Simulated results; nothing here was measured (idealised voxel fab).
The process module presented herein is designated voxel quadruple lines.
Section shown: cut. Width: 195 nm. Cell size: 5 nm, square.
Throughout this document, each cross-section is represented as a grid of square cells and is presented as a sequence of bands enumerated from the top downward, where a band comprises one or more rows of cells. Band entry format. Leading values: height of top, height of bottom, nm. Remainder: materials in left-to-right order, each with its width in nm. Special words: "all across" on a single material, which then fills the band edge to edge; "blank", empty space. It should be noted that heights are counted from 0, beneath which the wafer as supplied is of one material throughout, and that the lowest band possesses no lower boundary but continues downward, as written in "0 and below". The notation "30 to 40" denotes a width that varies across the rows of cells in the band, beginning at the first number in the top row, finishing at the second number in the bottom row, and changing by an identical amount from each row to the next. Key: "left unchanged" - step with no changed cell in the cross-section. Empty spaces counting at least 8 cells and having no open way to the top are listed in "closed voids". The notation width x height at distance is used for each, the distance being from the left edge and all three values in nm. Where a step's line continues beyond its settings, the continuation is a remark by the simulator itself on that step. "overlay nm", when on a step's line for a step with a mask, measures how far to the right of its planned place the mask lay; a negative measure means to the left.
### Set out below are the planned steps of the process
step 1: RECEIVE, material Si
step 2: CONFORMAL_DEP, material Al2O3, thk nm 5
step 3: DIRECTIONAL_DEP, material W, thk nm 10
step 4: DIRECTIONAL_DEP, material polySi, thk nm 15
step 5: DIRECTIONAL_DEP, material aC, thk nm 25
step 6: PATTERN, tone cover, mask id MANDREL, material resist, width nm 25, thk nm 35, overlay nm 0
step 7: DIRECTIONAL_ETCH, etch materials aC, depth nm 25
step 8: STRIP, etch materials resist
step 9: CONFORMAL_DEP, material SiO2, thk nm 15
step 10: DIRECTIONAL_ETCH, etch materials SiO2, depth nm 15
step 11: STRIP, etch materials aC
step 12: DIRECTIONAL_ETCH, etch materials polySi, depth nm 15
step 13: STRIP, etch materials SiO2
step 14: CONFORMAL_DEP, material SiCN, thk nm 5
step 15: DIRECTIONAL_ETCH, etch materials SiCN, depth nm 5
step 16: STRIP, etch materials polySi
step 17: DIRECTIONAL_ETCH, etch materials W, depth nm 10
step 18: STRIP, etch materials SiCN
step 19: FILL_DEP, material SiO2, thk nm 5
step 20: CMP, height nm 15
### Cross-section of the wafer upon arrival, representing the state reached after step 1
0 and below: Si all across
closed voids: none
### The cross-section shown corresponds to the wafer at the conclusion of the module. The initial structure and the process plan are those presented above; however, one mistake occurred in executing the plan
15 down to 5: SiO2 70  W 5  SiO2 15  W 5  SiO2 15  W 5  SiO2 15  W 5  SiO2 60
5 down to 0: Al2O3 all across
0 and below: Si all across
closed voids: none
Heads up, the wafer didn't run the way we planned it: so step 6 ended up running with a different setting than we planned, it ran as PATTERN, tone cover, mask id MANDREL, material resist, width nm 25, thk nm 35, overlay nm 5
